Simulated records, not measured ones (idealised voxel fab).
process module | voxel quadruple lines
cross-section cut | 260 nm wide | cells 5 nm
A cross-section is a grid of square cells, given in bands from the top down. A band is one or more rows of cells.
Each band's line starts with the height of the band's top and of its bottom, in nm. Then come its materials from left to right, each with its width in nm. One material with "throughout" fills the band from edge to edge. "air" is empty space.
Height 0 is the level under which the wafer as received is all one material. The lowest band goes on downwards, as in "0 down".
A width such as "30 to 40" changes by the same amount from each row of cells to the next, from the band's top row to its bottom row.
"no change" after a step means that no cell of the cross-section changed.
closed voids: empty space of 8 cells or more with no open way to the top, each as width x height at its distance from the left edge, in nm
after a step's settings: what the simulator itself notes on the step
overlay nm, on a step with a mask: how far to the right of its planned place the mask lay; to the left if negative
plan
1 op RECEIVE | material Si
2 op CONFORMAL_DEP | material Al2O3 | thk nm 5
3 op DIRECTIONAL_DEP | material W | thk nm 15
4 op DIRECTIONAL_DEP | material polySi | thk nm 20
5 op DIRECTIONAL_DEP | material aC | thk nm 20
6 op PATTERN | tone cover | mask id MANDREL | material resist | width nm 20 | thk nm 30 | overlay nm 0
7 op DIRECTIONAL_ETCH | etch materials aC | depth nm 20
8 op STRIP | etch materials resist
9 op CONFORMAL_DEP | material SiO2 | thk nm 10
10 op DIRECTIONAL_ETCH | etch materials SiO2 | depth nm 10
11 op STRIP | etch materials aC
12 op DIRECTIONAL_ETCH | etch materials polySi | depth nm 20
13 op STRIP | etch materials SiO2
14 op CONFORMAL_DEP | material SiCN | thk nm 5
15 op DIRECTIONAL_ETCH | etch materials SiCN | depth nm 5
16 op STRIP | etch materials polySi
17 op DIRECTIONAL_ETCH | etch materials W | depth nm 15
18 op STRIP | etch materials SiCN
first wafer, as planned
as received, after step 1
  0 down: Si throughout
  closed voids: none
after step 2
  5 to 0: Al2O3 throughout
  below 0: unchanged
after step 3
  20 to 5: W throughout
  below 5: unchanged
after step 4
  40 to 20: polySi throughout
  below 20: unchanged
after step 5
  60 to 40: aC throughout
  below 40: unchanged
after step 6
  90 to 60: air 120 | resist 20 | air 120
  below 60: unchanged
after step 7
  70 to 60: air 120 | resist 20 | air 120
  60 to 40: air 120 | aC 20 | air 120
  below 40: unchanged
after step 8
  60 to 40: air 120 | aC 20 | air 120
  below 40: unchanged
after step 9
  70 to 60: air 110 | SiO2 40 | air 110
  60 to 50: air 110 | SiO2 10 | aC 20 | SiO2 10 | air 110
  50 to 40: SiO2 120 | aC 20 | SiO2 120
  below 40: unchanged
after step 10
  60 to 40: air 110 | SiO2 10 | aC 20 | SiO2 10 | air 110
  below 40: unchanged
after step 11
  60 to 40: air 110 | SiO2 10 | air 20 | SiO2 10 | air 110
  below 40: unchanged
after step 12
  60 to 40: air 110 | SiO2 10 | air 20 | SiO2 10 | air 110
  40 to 20: air 110 | polySi 10 | air 20 | polySi 10 | air 110
  below 20: unchanged
after step 13
  40 to 20: air 110 | polySi 10 | air 20 | polySi 10 | air 110
  below 20: unchanged
after step 14
  45 to 40: air 105 | SiCN 20 | air 10 | SiCN 20 | air 105
  40 to 25: air 105 | SiCN 5 | polySi 10 | SiCN 5 | air 10 | SiCN 5 | polySi 10 | SiCN 5 | air 105
  25 to 20: SiCN 110 | polySi 10 | SiCN 20 | polySi 10 | SiCN 110
  below 20: unchanged
after step 15
  40 to 20: air 105 | SiCN 5 | polySi 10 | SiCN 5 | air 10 | SiCN 5 | polySi 10 | SiCN 5 | air 105
  below 20: unchanged
after step 16
  40 to 20: air 105 | SiCN 5 | air 10 | SiCN 5 | air 10 | SiCN 5 | air 10 | SiCN 5 | air 105
  below 20: unchanged
after step 17
  40 to 20: air 105 | SiCN 5 | air 10 | SiCN 5 | air 10 | SiCN 5 | air 10 | SiCN 5 | air 105
  20 to 5: air 105 | W 5 | air 10 | W 5 | air 10 | W 5 | air 10 | W 5 | air 105
  below 5: unchanged
after step 18
  20 to 5: air 105 | W 5 | air 10 | W 5 | air 10 | W 5 | air 10 | W 5 | air 105
  below 5: unchanged
second wafer: like start, like plan, one mistake. Through step 1 it matches the first wafer
when step 2 should have ended: no change
when step 3 should have ended
  15 to 0: W throughout
  below 0: unchanged
when step 4 should have ended
  35 to 15: polySi throughout
  below 15: unchanged
when step 5 should have ended
  55 to 35: aC throughout
  below 35: unchanged
when step 6 should have ended
  85 to 55: air 120 | resist 20 | air 120
  below 55: unchanged
when step 7 should have ended
  65 to 55: air 120 | resist 20 | air 120
  55 to 35: air 120 | aC 20 | air 120
  below 35: unchanged
when step 8 should have ended
  55 to 35: air 120 | aC 20 | air 120
  below 35: unchanged
when step 9 should have ended
  65 to 55: air 110 | SiO2 40 | air 110
  55 to 45: air 110 | SiO2 10 | aC 20 | SiO2 10 | air 110
  45 to 35: SiO2 120 | aC 20 | SiO2 120
  below 35: unchanged
when step 10 should have ended
  55 to 35: air 110 | SiO2 10 | aC 20 | SiO2 10 | air 110
  below 35: unchanged
when step 11 should have ended
  55 to 35: air 110 | SiO2 10 | air 20 | SiO2 10 | air 110
  below 35: unchanged
when step 12 should have ended
  55 to 35: air 110 | SiO2 10 | air 20 | SiO2 10 | air 110
  35 to 15: air 110 | polySi 10 | air 20 | polySi 10 | air 110
  below 15: unchanged
when step 13 should have ended
  35 to 15: air 110 | polySi 10 | air 20 | polySi 10 | air 110
  below 15: unchanged
when step 14 should have ended
  40 to 35: air 105 | SiCN 20 | air 10 | SiCN 20 | air 105
  35 to 20: air 105 | SiCN 5 | polySi 10 | SiCN 5 | air 10 | SiCN 5 | polySi 10 | SiCN 5 | air 105
  20 to 15: SiCN 110 | polySi 10 | SiCN 20 | polySi 10 | SiCN 110
  below 15: unchanged
when step 15 should have ended
  35 to 15: air 105 | SiCN 5 | polySi 10 | SiCN 5 | air 10 | SiCN 5 | polySi 10 | SiCN 5 | air 105
  below 15: unchanged
when step 16 should have ended
  35 to 15: air 105 | SiCN 5 | air 10 | SiCN 5 | air 10 | SiCN 5 | air 10 | SiCN 5 | air 105
  below 15: unchanged
when step 17 should have ended
  35 to 15: air 105 | SiCN 5 | air 10 | SiCN 5 | air 10 | SiCN 5 | air 10 | SiCN 5 | air 105
  15 to 0: air 105 | W 5 | air 10 | W 5 | air 10 | W 5 | air 10 | W 5 | air 105
  below 0: unchanged
when step 18 should have ended
  15 to 0: air 105 | W 5 | air 10 | W 5 | air 10 | W 5 | air 10 | W 5 | air 105
  below 0: unchanged
what went wrong: step 2 was left out
at the end the second wafer has, in cells: 52 fewer of Al2O3
